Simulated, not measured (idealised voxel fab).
Documented hereafter: the process module known as voxel lift off.
The figure presents cross-section cut, which has a width of 240 nm and is divided into square cells with an edge length of 5 nm.
When this document writes out a cross-section, it uses a grid of square cells and lists it as bands, beginning at the top and moving down, with a band standing for one or more rows of cells.
The band entry comprises the height of the band's top followed by the height of its bottom, expressed in nm, and subsequently the band's materials from left to right, each stated together with its width in nm. Where a single material is marked with the word "all across", that material fills the band from edge to edge. The word "air" represents empty space.
Heights from 0 (as-received wafer is one material below). Bottom band endless downward, as "z 0 and below".
A width such as "30 to 40" changes by the same amount from each row of cells to the next, from the band's top row to its bottom row.
The cross-section has no changed cell in any step marked "no change occurred".
The list in "Cavities, closed" covers empty spaces of 8 cells or more that cannot reach the top through any open way, and it gives each as width x height at distance; the distance is from the left edge, and width, height and distance are in nm.
Note: text after step settings on the step line = simulator remark on that step.
overlay nm: on a step with a mask, how far right of its planned place the mask lay; negative means left.
PROCESS STEPS (PLANNED)
1) RECEIVE,material Si
2) CONFORMAL_DEP,material Al2O3,thk nm 5
3) PATTERN,tone open,mask id LINES,material resist,width nm 25,pitch nm 55,thk nm 20,overlay nm 0
4) DIRECTIONAL_DEP,material Ru,thk nm 5
5) STRIP,etch materials resist
6) CONFORMAL_DEP,material SiN,thk nm 10
SHOWN IN CROSS-SECTION IS THE WAFER AS RECEIVED, THAT IS, AS IT STANDS AFTER STEP 1
z 0 and below = Si all across
Cavities, closed: none
STARTING WAFER: ABOVE. PLAN: ABOVE. RUN: ONE MISTAKE. CROSS-SECTION AFTER THE MODULE: BELOW
z 10 to 5 = 80 air  25 Ru  30 air  25 Ru  80 air
z 5 to 0 = Al2O3 all across
z 0 and below = Si all across
Cavities, closed: none
Processing error: step 6 of the plan was jumped over and never run
